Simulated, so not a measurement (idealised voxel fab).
Proc. module: voxel self aligned contacts
Section cut is 225 nm wide and gridded with 5 nm square cells.
Heads up, the way a cross-section reads in here is a grid of square cells, handed over as bands from the top down, with every band being one or more rows of cells. For a band, the entry starts with two heights in nm, that of the top and then that of the bottom, and carries on with the band's materials in order from left to right, each alongside its width in nm; the word "edge to edge" beside a single material means it fills the band edge to edge, and "air" means empty space. The level at which height equals 0 is the one under which the wafer, as it arrives, is entirely one material. No lower edge exists for the bottom band, which continues downward and is notated as in "0..down". Think of "30..40" as a width that walks from the first number to the second as you go down the band, top row to bottom row, taking equal-sized steps from row to row. The designation "all unchanged", where it is given for a processing step, indicates that no cell of the cross-section was altered in the course of that step. Under "Entrapped voids" you'll find the enclosed gaps, the ones with no way out to the top, that are 8 cells or bigger; each reads width x height at distance, with distance counted from the left edge, everything in nm. On each step's line, the part that comes after the settings is the simulator's own comment on the step. Among the settings permitted on a step's line is "overlay nm"; applied to a step with a mask, it specifies the extent to which the mask lay to the right of its planned position, whereas a negative figure signifies a position to the left. Each pair of cross-sections that follows straddles one process step: the one shows the state before the step, the other the state after it, down to the lowest band that changed and no further. The step in question, and its settings, are given under the pair. Note that a pair is not necessarily a continuation of the pair above it, since pairs can come from different runs of this module on the same starting wafer; it is a continuation only where its entry headed "Ahead of processing" says so.

# Ahead of processing
0..down  Si edge to edge
Entrapped voids: none

# Result of Step
5..0  SiO2 edge to edge
Heights below 0 show no change.
Entrapped voids: none
The structure goes from the before cross-section above to the after cross-section through op CONFORMAL_DEP | material SiO2 | thk nm 5

Ahead of processing: as shown after the step in the preceding pair, directly above.

# Result of Step
30..5  polySi edge to edge
Heights below 5 show no change.
Entrapped voids: none
The structure goes from the before cross-section above to the after cross-section through op DIRECTIONAL_DEP | material polySi | thk nm 25

Ahead of processing: as shown after the step in the preceding pair, directly above.

# Result of Step
45..30  SiN edge to edge
Heights below 30 show no change.
Entrapped voids: none
The structure goes from the before cross-section above to the after cross-section through op DIRECTIONAL_DEP | material SiN | thk nm 15

Ahead of processing: as shown after the step in the preceding pair, directly above.

# Result of Step
60..45  65 nm air  35 nm resist  25 nm air  35 nm resist  65 nm air
Heights below 45 show no change.
Entrapped voids: none
The structure goes from the before cross-section above to the after cross-section through op PATTERN | tone cover | mask id GATE | material resist | width nm 35 | pitch nm 60 | thk nm 15 | overlay nm 0

Ahead of processing: as shown after the step in the preceding pair, directly above.

# Result of Step
60..45  65 nm air  35 nm resist  25 nm air  35 nm resist  65 nm air
45..30  65 nm air  35 nm SiN  25 nm air  35 nm SiN  65 nm air
Heights below 30 show no change.
Entrapped voids: none
The structure goes from the before cross-section above to the after cross-section through op DIRECTIONAL_ETCH | etch materials SiN | depth nm 15

Ahead of processing: as shown after the step in the preceding pair, directly above.

# Result of Step
60..45  65 nm air  35 nm resist  25 nm air  35 nm resist  65 nm air
45..30  65 nm air  35 nm SiN  25 nm air  35 nm SiN  65 nm air
30..5  65 nm air  35 nm polySi  25 nm air  35 nm polySi  65 nm air
Heights below 5 show no change.
Entrapped voids: none
The structure goes from the before cross-section above to the after cross-section through op DIRECTIONAL_ETCH | etch materials polySi | depth nm 25

Ahead of processing: as shown after the step in the preceding pair, directly above.

# Result of Step
45..30  65 nm air  35 nm SiN  25 nm air  35 nm SiN  65 nm air
Heights below 30 show no change.
Entrapped voids: none
The structure goes from the before cross-section above to the after cross-section through op STRIP | etch materials resist

Ahead of processing: as shown after the step in the preceding pair, directly above.

# Result of Step
50..30  60 nm air  45 nm SiN  15 nm air  45 nm SiN  60 nm air
30..10  60 nm air  5 nm SiN  35 nm polySi  5 nm SiN  15 nm air  5 nm SiN  35 nm polySi  5 nm SiN  60 nm air
10..5  65 nm SiN  35 nm polySi  25 nm SiN  35 nm polySi  65 nm SiN
Heights below 5 show no change.
Entrapped voids: none
The structure goes from the before cross-section above to the after cross-section through op CONFORMAL_DEP | material SiN | thk nm 5

Ahead of processing: as shown after the step in the preceding pair, directly above.

# Result of Step
45..30  60 nm air  45 nm SiN  15 nm air  45 nm SiN  60 nm air
30..5  60 nm air  5 nm SiN  35 nm polySi  5 nm SiN  15 nm air  5 nm SiN  35 nm polySi  5 nm SiN  60 nm air
Heights below 5 show no change.
Entrapped voids: none
The structure goes from the before cross-section above to the after cross-section through op DIRECTIONAL_ETCH | etch materials SiN | depth nm 5

Ahead of processing: as shown after the step in the preceding pair, directly above.

# Result of Step
65..45  SiO2 edge to edge
45..30  60 nm SiO2  45 nm SiN  15 nm SiO2  45 nm SiN  60 nm SiO2
30..5  60 nm SiO2  5 nm SiN  35 nm polySi  5 nm SiN  15 nm SiO2  5 nm SiN  35 nm polySi  5 nm SiN  60 nm SiO2
Heights below 5 show no change.
Entrapped voids: none
The structure goes from the before cross-section above to the after cross-section through op FILL_DEP | material SiO2 | thk nm 20

Ahead of processing: as shown after the step in the preceding pair, directly above.

# Result of Step
55..45  SiO2 edge to edge
Heights below 45 show no change.
Entrapped voids: none
The structure goes from the before cross-section above to the after cross-section through op CMP | height nm 55

Ahead of processing: as shown after the step in the preceding pair, directly above.

# Result of Step
55..45  95 nm SiO2  35 nm air  95 nm SiO2
45..30  60 nm SiO2  45 nm SiN  15 nm air  45 nm SiN  60 nm SiO2
30..5  60 nm SiO2  5 nm SiN  35 nm polySi  5 nm SiN  15 nm air  5 nm SiN  35 nm polySi  5 nm SiN  60 nm SiO2
5..0  105 nm SiO2  15 nm air  105 nm SiO2
Heights below 0 show no change.
Entrapped voids: none
The structure goes from the before cross-section above to the after cross-section through op MASKED_ETCH | tone open | mask id CONTACT | width nm 35 | etch materials SiO2 | depth nm 55 | overlay nm 0

Ahead of processing: as shown after the step in the preceding pair, directly above.

# Result of Step
60..55  100 nm TiN  25 nm air  100 nm TiN
55..45  95 nm SiO2  5..15 nm TiN  25..5 nm air  5..15 nm TiN  95 nm SiO2
45..30  60 nm SiO2  45 nm SiN  5 nm TiN  5 nm air  5 nm TiN  45 nm SiN  60 nm SiO2
30..5  60 nm SiO2  5 nm SiN  35 nm polySi  5 nm SiN  5 nm TiN  5 nm air  5 nm TiN  5 nm SiN  35 nm polySi  5 nm SiN  60 nm SiO2
5..0  105 nm SiO2  15 nm TiN  105 nm SiO2
Heights below 0 show no change.
Entrapped voids: none
The structure goes from the before cross-section above to the after cross-section through op CONFORMAL_DEP | material TiN | thk nm 5

Ahead of processing: as shown after the step in the preceding pair, directly above.

# Result of Step
65..60  Ru edge to edge
60..55  100 nm TiN  25 nm Ru  100 nm TiN
55..45  95 nm SiO2  5..15 nm TiN  25..5 nm Ru  5..15 nm TiN  95 nm SiO2
45..30  60 nm SiO2  45 nm SiN  5 nm TiN  5 nm Ru  5 nm TiN  45 nm SiN  60 nm SiO2
30..5  60 nm SiO2  5 nm SiN  35 nm polySi  5 nm SiN  5 nm TiN  5 nm Ru  5 nm TiN  5 nm SiN  35 nm polySi  5 nm SiN  60 nm SiO2
Heights below 5 show no change.
Entrapped voids: none
The structure goes from the before cross-section above to the after cross-section through op FILL_DEP | material Ru | thk nm 5

Ahead of processing: as shown after the step in the preceding pair, directly above.

# Result of Step
55..45  95 nm SiO2  5..15 nm TiN  25..5 nm Ru  5..15 nm TiN  95 nm SiO2
Heights below 45 show no change.
Entrapped voids: none
The structure goes from the before cross-section above to the after cross-section through op CMP | height nm 55

Ahead of processing: as shown after the step in the preceding pair, directly above.

# Result of Step
60..55  SiN edge to edge
Heights below 55 show no change.
Entrapped voids: none
The structure goes from the before cross-section above to the after cross-section through op CONFORMAL_DEP | material SiN | thk nm 5

# Ahead of processing
45..30  65 nm air  35 nm SiN  25 nm air  35 nm SiN  65 nm air
30..5  65 nm air  35 nm polySi  25 nm air  35 nm polySi  65 nm air
5..0  SiO2 edge to edge
0..down  Si edge to edge
Entrapped voids: none

# Result of Step
40..30  65 nm air  35 nm SiN  25 nm air  35 nm SiN  65 nm air
Heights below 30 show no change.
Entrapped voids: none
The structure goes from the before cross-section above to the after cross-section through op DIRECTIONAL_ETCH | etch materials SiN | depth nm 5

Ahead of processing: as shown after the step in the preceding pair, directly above.

# Result of Step
60..40  SiO2 edge to edge
40..30  65 nm SiO2  35 nm SiN  25 nm SiO2  35 nm SiN  65 nm SiO2
30..5  65 nm SiO2  35 nm polySi  25 nm SiO2  35 nm polySi  65 nm SiO2
Heights below 5 show no change.
Entrapped voids: none
The structure goes from the before cross-section above to the after cross-section through op FILL_DEP | material SiO2 | thk nm 20

Ahead of processing: as shown after the step in the preceding pair, directly above.

# Result of Step
55..40  SiO2 edge to edge
Heights below 40 show no change.
Entrapped voids: none
The structure goes from the before cross-section above to the after cross-section through op CMP | height nm 55

Ahead of processing: as shown after the step in the preceding pair, directly above.

# Result of Step
55..40  95 nm SiO2  35 nm air  95 nm SiO2
40..30  65 nm SiO2  35 nm SiN  25 nm air  35 nm SiN  65 nm SiO2
30..5  65 nm SiO2  35 nm polySi  25 nm air  35 nm polySi  65 nm SiO2
5..0  100 nm SiO2  25 nm air  100 nm SiO2
Heights below 0 show no change.
Entrapped voids: none
The structure goes from the before cross-section above to the after cross-section through op MASKED_ETCH | tone open | mask id CONTACT | width nm 35 | etch materials SiO2 | depth nm 55 | overlay nm 0

Ahead of processing: as shown after the step in the preceding pair, directly above.

# Result of Step
60..55  100 nm TiN  25 nm air  100 nm TiN
55..45  95 nm SiO2  5 nm TiN  25 nm air  5 nm TiN  95 nm SiO2
45..40  95 nm SiO2  10 nm TiN  15 nm air  10 nm TiN  95 nm SiO2
40..30  65 nm SiO2  35 nm SiN  5 nm TiN  15 nm air  5 nm TiN  35 nm SiN  65 nm SiO2
30..5  65 nm SiO2  35 nm polySi  5 nm TiN  15 nm air  5 nm TiN  35 nm polySi  65 nm SiO2
5..0  100 nm SiO2  25 nm TiN  100 nm SiO2
Heights below 0 show no change.
Entrapped voids: none
The structure goes from the before cross-section above to the after cross-section through op CONFORMAL_DEP | material TiN | thk nm 5

Ahead of processing: as shown after the step in the preceding pair, directly above.

# Result of Step
65..60  Ru edge to edge
60..55  100 nm TiN  25 nm Ru  100 nm TiN
55..45  95 nm SiO2  5 nm TiN  25 nm Ru  5 nm TiN  95 nm SiO2
45..40  95 nm SiO2  10 nm TiN  15 nm Ru  10 nm TiN  95 nm SiO2
40..30  65 nm SiO2  35 nm SiN  5 nm TiN  15 nm Ru  5 nm TiN  35 nm SiN  65 nm SiO2
30..5  65 nm SiO2  35 nm polySi  5 nm TiN  15 nm Ru  5 nm TiN  35 nm polySi  65 nm SiO2
Heights below 5 show no change.
Entrapped voids: none
The structure goes from the before cross-section above to the after cross-section through op FILL_DEP | material Ru | thk nm 5

Ahead of processing: as shown after the step in the preceding pair, directly above.

# Result of Step
55..45  95 nm SiO2  5 nm TiN  25 nm Ru  5 nm TiN  95 nm SiO2
Heights below 45 show no change.
Entrapped voids: none
The structure goes from the before cross-section above to the after cross-section through op CMP | height nm 55

Ahead of processing: as shown after the step in the preceding pair, directly above.

# Result of Step
60..55  SiN edge to edge
Heights below 55 show no change.
Entrapped voids: none
The structure goes from the before cross-section above to the after cross-section through op CONFORMAL_DEP | material SiN | thk nm 5

# Ahead of processing
45..30  SiN edge to edge
30..5  polySi edge to edge
5..0  SiO2 edge to edge
0..down  Si edge to edge
Entrapped voids: none

# Result of Step
60..30  SiN edge to edge
Heights below 30 show no change.
Entrapped voids: none
The structure goes from the before cross-section above to the after cross-section through op DIRECTIONAL_DEP | material SiN | thk nm 15

Ahead of processing: as shown after the step in the preceding pair, directly above.

# Result of Step
75..60  65 nm air  35 nm resist  25 nm air  35 nm resist  65 nm air
Heights below 60 show no change.
Entrapped voids: none
The structure goes from the before cross-section above to the after cross-section through op PATTERN | tone cover | mask id GATE | material resist | width nm 35 | pitch nm 60 | thk nm 15 | overlay nm 0

Ahead of processing: as shown after the step in the preceding pair, directly above.

# Result of Step
75..60  65 nm air  35 nm resist  25 nm air  35 nm resist  65 nm air
60..45  65 nm air  35 nm SiN  25 nm air  35 nm SiN  65 nm air
Heights below 45 show no change.
Entrapped voids: none
The structure goes from the before cross-section above to the after cross-section through op DIRECTIONAL_ETCH | etch materials SiN | depth nm 15

Ahead of processing: as shown after the step in the preceding pair, directly above.

# Result of Step
60..45  65 nm air  35 nm SiN  25 nm air  35 nm SiN  65 nm air
Heights below 45 show no change.
Entrapped voids: none
The structure goes from the before cross-section above to the after cross-section through op STRIP | etch materials resist

Ahead of processing: as shown after the step in the preceding pair, directly above.

# Result of Step
65..50  60 nm air  45 nm SiN  15 nm air  45 nm SiN  60 nm air
50..30  SiN edge to edge
Heights below 30 show no change.
Entrapped voids: none
The structure goes from the before cross-section above to the after cross-section through op CONFORMAL_DEP | material SiN | thk nm 5

Ahead of processing: as shown after the step in the preceding pair, directly above.

# Result of Step
60..45  60 nm air  45 nm SiN  15 nm air  45 nm SiN  60 nm air
Heights below 45 show no change.
Entrapped voids: none
The structure goes from the before cross-section above to the after cross-section through op DIRECTIONAL_ETCH | etch materials SiN | depth nm 5

Ahead of processing: as shown after the step in the preceding pair, directly above.

# Result of Step
80..60  SiO2 edge to edge
60..45  60 nm SiO2  45 nm SiN  15 nm SiO2  45 nm SiN  60 nm SiO2
Heights below 45 show no change.
Entrapped voids: none
The structure goes from the before cross-section above to the after cross-section through op FILL_DEP | material SiO2 | thk nm 20

Ahead of processing: as shown after the step in the preceding pair, directly above.

# Result of Step
55..45  60 nm SiO2  45 nm SiN  15 nm SiO2  45 nm SiN  60 nm SiO2
Heights below 45 show no change.
Entrapped voids: none
The structure goes from the before cross-section above to the after cross-section through op CMP | height nm 55

Ahead of processing: as shown after the step in the preceding pair, directly above.

# Result of Step
55..45  60 nm SiO2  45 nm SiN  15 nm air  45 nm SiN  60 nm SiO2
Heights below 45 show no change.
Entrapped voids: none
The structure goes from the before cross-section above to the after cross-section through op MASKED_ETCH | tone open | mask id CONTACT | width nm 35 | etch materials SiO2 | depth nm 55 | overlay nm 0

Ahead of processing: as shown after the step in the preceding pair, directly above.

# Result of Step
60..55  110 nm TiN  5 nm air  110 nm TiN
55..50  60 nm SiO2  45 nm SiN  5 nm TiN  5 nm air  5 nm TiN  45 nm SiN  60 nm SiO2
50..45  60 nm SiO2  45 nm SiN  15 nm TiN  45 nm SiN  60 nm SiO2
Heights below 45 show no change.
Entrapped voids: none
The structure goes from the before cross-section above to the after cross-section through op CONFORMAL_DEP | material TiN | thk nm 5

Ahead of processing: as shown after the step in the preceding pair, directly above.

# Result of Step
65..60  Ru edge to edge
60..55  110 nm TiN  5 nm Ru  110 nm TiN
55..50  60 nm SiO2  45 nm SiN  5 nm TiN  5 nm Ru  5 nm TiN  45 nm SiN  60 nm SiO2
Heights below 50 show no change.
Entrapped voids: none
The structure goes from the before cross-section above to the after cross-section through op FILL_DEP | material Ru | thk nm 5

Ahead of processing: as shown after the step in the preceding pair, directly above.

# Result of Step
55..50  60 nm SiO2  45 nm SiN  5 nm TiN  5 nm Ru  5 nm TiN  45 nm SiN  60 nm SiO2
Heights below 50 show no change.
Entrapped voids: none
The structure goes from the before cross-section above to the after cross-section through op CMP | height nm 55

Ahead of processing: as shown after the step in the preceding pair, directly above.

# Result of Step
60..55  SiN edge to edge
Heights below 55 show no change.
Entrapped voids: none
The structure goes from the before cross-section above to the after cross-section through op CONFORMAL_DEP | material SiN | thk nm 5

# Ahead of processing
5..0  SiO2 edge to edge
0..down  Si edge to edge
Entrapped voids: none

# Result of Step
20..5  SiN edge to edge
Heights below 5 show no change.
Entrapped voids: none
The structure goes from the before cross-section above to the after cross-section through op DIRECTIONAL_DEP | material SiN | thk nm 15

Ahead of processing: as shown after the step in the preceding pair, directly above.

# Result of Step
45..20  polySi edge to edge
Heights below 20 show no change.
Entrapped voids: none
The structure goes from the before cross-section above to the after cross-section through op DIRECTIONAL_DEP | material polySi | thk nm 25

Ahead of processing: as shown after the step in the preceding pair, directly above.

# Result of Step
60..45  65 nm air  35 nm resist  25 nm air  35 nm resist  65 nm air
Heights below 45 show no change.
Entrapped voids: none
The structure goes from the before cross-section above to the after cross-section through op PATTERN | tone cover | mask id GATE | material resist | width nm 35 | pitch nm 60 | thk nm 15 | overlay nm 0

Ahead of processing: as shown after the step in the preceding pair, directly above.

# Result of Step
60..45  65 nm air  35 nm resist  25 nm air  35 nm resist  65 nm air
45..20  65 nm air  35 nm polySi  25 nm air  35 nm polySi  65 nm air
Heights below 20 show no change.
Entrapped voids: none
The structure goes from the before cross-section above to the after cross-section through op DIRECTIONAL_ETCH | etch materials polySi | depth nm 25

Ahead of processing: as shown after the step in the preceding pair, directly above.

# Result of Step
45..20  65 nm air  35 nm polySi  25 nm air  35 nm polySi  65 nm air
Heights below 20 show no change.
Entrapped voids: none
The structure goes from the before cross-section above to the after cross-section through op STRIP | etch materials resist

Ahead of processing: as shown after the step in the preceding pair, directly above.

# Result of Step
50..45  60 nm air  45 nm SiN  15 nm air  45 nm SiN  60 nm air
45..25  60 nm air  5 nm SiN  35 nm polySi  5 nm SiN  15 nm air  5 nm SiN  35 nm polySi  5 nm SiN  60 nm air
25..20  65 nm SiN  35 nm polySi  25 nm SiN  35 nm polySi  65 nm SiN
Heights below 20 show no change.
Entrapped voids: none
The structure goes from the before cross-section above to the after cross-section through op CONFORMAL_DEP | material SiN | thk nm 5

Ahead of processing: as shown after the step in the preceding pair, directly above.

# Result of Step
45..20  60 nm air  5 nm SiN  35 nm polySi  5 nm SiN  15 nm air  5 nm SiN  35 nm polySi  5 nm SiN  60 nm air
Heights below 20 show no change.
Entrapped voids: none
The structure goes from the before cross-section above to the after cross-section through op DIRECTIONAL_ETCH | etch materials SiN | depth nm 5

Ahead of processing: as shown after the step in the preceding pair, directly above.

# Result of Step
65..45  SiO2 edge to edge
45..20  60 nm SiO2  5 nm SiN  35 nm polySi  5 nm SiN  15 nm SiO2  5 nm SiN  35 nm polySi  5 nm SiN  60 nm SiO2
Heights below 20 show no change.
Entrapped voids: none
The structure goes from the before cross-section above to the after cross-section through op FILL_DEP | material SiO2 | thk nm 20

Ahead of processing: as shown after the step in the preceding pair, directly above.

# Result of Step
55..45  SiO2 edge to edge
Heights below 45 show no change.
Entrapped voids: none
The structure goes from the before cross-section above to the after cross-section through op CMP | height nm 55

Ahead of processing: as shown after the step in the preceding pair, directly above.

# Result of Step
55..45  95 nm SiO2  35 nm air  95 nm SiO2
45..20  60 nm SiO2  5 nm SiN  35 nm polySi  5 nm SiN  15 nm air  5 nm SiN  35 nm polySi  5 nm SiN  60 nm SiO2
Heights below 20 show no change.
Entrapped voids: none
The structure goes from the before cross-section above to the after cross-section through op MASKED_ETCH | tone open | mask id CONTACT | width nm 35 | etch materials SiO2 | depth nm 55 | overlay nm 0

Ahead of processing: as shown after the step in the preceding pair, directly above.

# Result of Step
60..55  100 nm TiN  25 nm air  100 nm TiN
55..45  95 nm SiO2  5..15 nm TiN  25..5 nm air  5..15 nm TiN  95 nm SiO2
45..25  60 nm SiO2  5 nm SiN  35 nm polySi  5 nm SiN  5 nm TiN  5 nm air  5 nm TiN  5 nm SiN  35 nm polySi  5 nm SiN  60 nm SiO2
25..20  60 nm SiO2  5 nm SiN  35 nm polySi  5 nm SiN  15 nm TiN  5 nm SiN  35 nm polySi  5 nm SiN  60 nm SiO2
Heights below 20 show no change.
Entrapped voids: none
The structure goes from the before cross-section above to the after cross-section through op CONFORMAL_DEP | material TiN | thk nm 5

Ahead of processing: as shown after the step in the preceding pair, directly above.

# Result of Step
65..60  Ru edge to edge
60..55  100 nm TiN  25 nm Ru  100 nm TiN
55..45  95 nm SiO2  5..15 nm TiN  25..5 nm Ru  5..15 nm TiN  95 nm SiO2
45..25  60 nm SiO2  5 nm SiN  35 nm polySi  5 nm SiN  5 nm TiN  5 nm Ru  5 nm TiN  5 nm SiN  35 nm polySi  5 nm SiN  60 nm SiO2
Heights below 25 show no change.
Entrapped voids: none
The structure goes from the before cross-section above to the after cross-section through op FILL_DEP | material Ru | thk nm 5

Ahead of processing: as shown after the step in the preceding pair, directly above.

# Result of Step
55..45  95 nm SiO2  5..15 nm TiN  25..5 nm Ru  5..15 nm TiN  95 nm SiO2
Heights below 45 show no change.
Entrapped voids: none
The structure goes from the before cross-section above to the after cross-section through op CMP | height nm 55

Ahead of processing: as shown after the step in the preceding pair, directly above.

# Result of Step
60..55  SiN edge to edge
Heights below 55 show no change.
Entrapped voids: none
The structure goes from the before cross-section above to the after cross-section through op CONFORMAL_DEP | material SiN | thk nm 5

# Ahead of processing
45..30  65 nm air  35 nm SiN  25 nm air  35 nm SiN  65 nm air
30..5  65 nm air  35 nm polySi  25 nm air  35 nm polySi  65 nm air
5..0  SiO2 edge to edge
0..down  Si edge to edge
Entrapped voids: none

# Result of Step
60..30  50 nm air  125 nm SiN  50 nm air
30..20  50 nm air  15 nm SiN  35 nm polySi  25 nm SiN  35 nm polySi  15 nm SiN  50 nm air
20..5  65 nm SiN  35 nm polySi  25 nm SiN  35 nm polySi  65 nm SiN
Heights below 5 show no change.
Entrapped voids: none
The structure goes from the before cross-section above to the after cross-section through op CONFORMAL_DEP | material SiN | thk nm 15

Ahead of processing: as shown after the step in the preceding pair, directly above.

# Result of Step
55..30  50 nm air  125 nm SiN  50 nm air
30..15  50 nm air  15 nm SiN  35 nm polySi  25 nm SiN  35 nm polySi  15 nm SiN  50 nm air
Heights below 15 show no change.
Entrapped voids: none
The structure goes from the before cross-section above to the after cross-section through op DIRECTIONAL_ETCH | etch materials SiN | depth nm 5

Ahead of processing: as shown after the step in the preceding pair, directly above.

# Result of Step
75..55  SiO2 edge to edge
55..30  50 nm SiO2  125 nm SiN  50 nm SiO2
30..15  50 nm SiO2  15 nm SiN  35 nm polySi  25 nm SiN  35 nm polySi  15 nm SiN  50 nm SiO2
Heights below 15 show no change.
Entrapped voids: none
The structure goes from the before cross-section above to the after cross-section through op FILL_DEP | material SiO2 | thk nm 20

Ahead of processing: as shown after the step in the preceding pair, directly above.

# Result of Step
55..30  50 nm SiO2  125 nm SiN  50 nm SiO2
Heights below 30 show no change.
Entrapped voids: none
The structure goes from the before cross-section above to the after cross-section through op CMP | height nm 55

Ahead of processing: as shown after the step in the preceding pair, directly above.

# Result of Step
60..55  TiN edge to edge
Heights below 55 show no change.
Entrapped voids: none
The structure goes from the before cross-section above to the after cross-section through op CONFORMAL_DEP | material TiN | thk nm 5

Ahead of processing: as shown after the step in the preceding pair, directly above.

# Result of Step
65..60  Ru edge to edge
Heights below 60 show no change.
Entrapped voids: none
The structure goes from the before cross-section above to the after cross-section through op FILL_DEP | material Ru | thk nm 5

Ahead of processing: as shown after the step in the preceding pair, directly above.

# Result of Step
55..30  50 nm SiO2  125 nm SiN  50 nm SiO2
Heights below 30 show no change.
Entrapped voids: none
The structure goes from the before cross-section above to the after cross-section through op CMP | height nm 55

Ahead of processing: as shown after the step in the preceding pair, directly above.

# Result of Step
60..55  SiN edge to edge
Heights below 55 show no change.
Entrapped voids: none
The structure goes from the before cross-section above to the after cross-section through op CONFORMAL_DEP | material SiN | thk nm 5

# Ahead of processing
45..30  SiN edge to edge
30..5  polySi edge to edge
5..0  SiO2 edge to edge
0..down  Si edge to edge
Entrapped voids: none

# Result of Step
60..45  65 nm air  40 nm resist  20 nm air  40 nm resist  60 nm air
Heights below 45 show no change.
Entrapped voids: none
The structure goes from the before cross-section above to the after cross-section through op PATTERN | tone cover | mask id GATE | material resist | width nm 40 | pitch nm 60 | thk nm 15 | overlay nm 0

Ahead of processing: as shown after the step in the preceding pair, directly above.

# Result of Step
60..45  65 nm air  40 nm resist  20 nm air  40 nm resist  60 nm air
45..30  65 nm air  40 nm SiN  20 nm air  40 nm SiN  60 nm air
Heights below 30 show no change.
Entrapped voids: none
The structure goes from the before cross-section above to the after cross-section through op DIRECTIONAL_ETCH | etch materials SiN | depth nm 15

Ahead of processing: as shown after the step in the preceding pair, directly above.

# Result of Step
60..45  65 nm air  40 nm resist  20 nm air  40 nm resist  60 nm air
45..30  65 nm air  40 nm SiN  20 nm air  40 nm SiN  60 nm air
30..5  65 nm air  40 nm polySi  20 nm air  40 nm polySi  60 nm air
Heights below 5 show no change.
Entrapped voids: none
The structure goes from the before cross-section above to the after cross-section through op DIRECTIONAL_ETCH | etch materials polySi | depth nm 25

Ahead of processing: as shown after the step in the preceding pair, directly above.

# Result of Step
45..30  65 nm air  40 nm SiN  20 nm air  40 nm SiN  60 nm air
Heights below 30 show no change.
Entrapped voids: none
The structure goes from the before cross-section above to the after cross-section through op STRIP | etch materials resist

Ahead of processing: as shown after the step in the preceding pair, directly above.

# Result of Step
50..30  60 nm air  50 nm SiN  10 nm air  50 nm SiN  55 nm air
30..10  60 nm air  5 nm SiN  40 nm polySi  5 nm SiN  10 nm air  5 nm SiN  40 nm polySi  5 nm SiN  55 nm air
10..5  65 nm SiN  40 nm polySi  20 nm SiN  40 nm polySi  60 nm SiN
Heights below 5 show no change.
Entrapped voids: none
The structure goes from the before cross-section above to the after cross-section through op CONFORMAL_DEP | material SiN | thk nm 5

Ahead of processing: as shown after the step in the preceding pair, directly above.

# Result of Step
45..30  60 nm air  50 nm SiN  10 nm air  50 nm SiN  55 nm air
30..5  60 nm air  5 nm SiN  40 nm polySi  5 nm SiN  10 nm air  5 nm SiN  40 nm polySi  5 nm SiN  55 nm air
Heights below 5 show no change.
Entrapped voids: none
The structure goes from the before cross-section above to the after cross-section through op DIRECTIONAL_ETCH | etch materials SiN | depth nm 5

Ahead of processing: as shown after the step in the preceding pair, directly above.

# Result of Step
65..45  SiO2 edge to edge
45..30  60 nm SiO2  50 nm SiN  10 nm SiO2  50 nm SiN  55 nm SiO2
30..5  60 nm SiO2  5 nm SiN  40 nm polySi  5 nm SiN  10 nm SiO2  5 nm SiN  40 nm polySi  5 nm SiN  55 nm SiO2
Heights below 5 show no change.
Entrapped voids: none
The structure goes from the before cross-section above to the after cross-section through op FILL_DEP | material SiO2 | thk nm 20

Ahead of processing: as shown after the step in the preceding pair, directly above.

# Result of Step
55..45  SiO2 edge to edge
Heights below 45 show no change.
Entrapped voids: none
The structure goes from the before cross-section above to the after cross-section through op CMP | height nm 55

Ahead of processing: as shown after the step in the preceding pair, directly above.

# Result of Step
55..45  95 nm SiO2  35 nm air  95 nm SiO2
45..30  60 nm SiO2  50 nm SiN  10 nm air  50 nm SiN  55 nm SiO2
30..5  60 nm SiO2  5 nm SiN  40 nm polySi  5 nm SiN  10 nm air  5 nm SiN  40 nm polySi  5 nm SiN  55 nm SiO2
5..0  110 nm SiO2  10 nm air  105 nm SiO2
Heights below 0 show no change.
Entrapped voids: none
The structure goes from the before cross-section above to the after cross-section through op MASKED_ETCH | tone open | mask id CONTACT | width nm 35 | etch materials SiO2 | depth nm 55 | overlay nm 0

Ahead of processing: as shown after the step in the preceding pair, directly above.

# Result of Step
60..55  100 nm TiN  25 nm air  100 nm TiN
55..50  95 nm SiO2  5 nm TiN  25 nm air  5 nm TiN  95 nm SiO2
50..45  95 nm SiO2  35 nm TiN  95 nm SiO2
45..30  60 nm SiO2  50 nm SiN  10 nm TiN  50 nm SiN  55 nm SiO2
30..5  60 nm SiO2  5 nm SiN  40 nm polySi  5 nm SiN  10 nm TiN  5 nm SiN  40 nm polySi  5 nm SiN  55 nm SiO2
5..0  110 nm SiO2  10 nm TiN  105 nm SiO2
Heights below 0 show no change.
Entrapped voids: none
The structure goes from the before cross-section above to the after cross-section through op CONFORMAL_DEP | material TiN | thk nm 5

Ahead of processing: as shown after the step in the preceding pair, directly above.

# Result of Step
65..60  Ru edge to edge
60..55  100 nm TiN  25 nm Ru  100 nm TiN
55..50  95 nm SiO2  5 nm TiN  25 nm Ru  5 nm TiN  95 nm SiO2
Heights below 50 show no change.
Entrapped voids: none
The structure goes from the before cross-section above to the after cross-section through op FILL_DEP | material Ru | thk nm 5

Ahead of processing: as shown after the step in the preceding pair, directly above.

# Result of Step
55..50  95 nm SiO2  5 nm TiN  25 nm Ru  5 nm TiN  95 nm SiO2
Heights below 50 show no change.
Entrapped voids: none
The structure goes from the before cross-section above to the after cross-section through op CMP | height nm 55

Ahead of processing: as shown after the step in the preceding pair, directly above.

# Result of Step
60..55  SiN edge to edge
Heights below 55 show no change.
Entrapped voids: none
The structure goes from the before cross-section above to the after cross-section through op CONFORMAL_DEP | material SiN | thk nm 5

# Ahead of processing
45..30  SiN edge to edge
30..5  polySi edge to edge
5..0  SiO2 edge to edge
0..down  Si edge to edge
Entrapped voids: none

# Result of Step
60..45  55 nm air  35 nm resist  25 nm air  35 nm resist  75 nm air
Heights below 45 show no change.
Entrapped voids: none
The structure goes from the before cross-section above to the after cross-section through op PATTERN | tone cover | mask id GATE | material resist | width nm 35 | pitch nm 60 | thk nm 15 | overlay nm -10

Ahead of processing: as shown after the step in the preceding pair, directly above.

# Result of Step
60..45  55 nm air  35 nm resist  25 nm air  35 nm resist  75 nm air
45..30  55 nm air  35 nm SiN  25 nm air  35 nm SiN  75 nm air
Heights below 30 show no change.
Entrapped voids: none
The structure goes from the before cross-section above to the after cross-section through op DIRECTIONAL_ETCH | etch materials SiN | depth nm 15

Ahead of processing: as shown after the step in the preceding pair, directly above.

# Result of Step
60..45  55 nm air  35 nm resist  25 nm air  35 nm resist  75 nm air
45..30  55 nm air  35 nm SiN  25 nm air  35 nm SiN  75 nm air
30..5  55 nm air  35 nm polySi  25 nm air  35 nm polySi  75 nm air
Heights below 5 show no change.
Entrapped voids: none
The structure goes from the before cross-section above to the after cross-section through op DIRECTIONAL_ETCH | etch materials polySi | depth nm 25

Ahead of processing: as shown after the step in the preceding pair, directly above.

# Result of Step
45..30  55 nm air  35 nm SiN  25 nm air  35 nm SiN  75 nm air
Heights below 30 show no change.
Entrapped voids: none
The structure goes from the before cross-section above to the after cross-section through op STRIP | etch materials resist
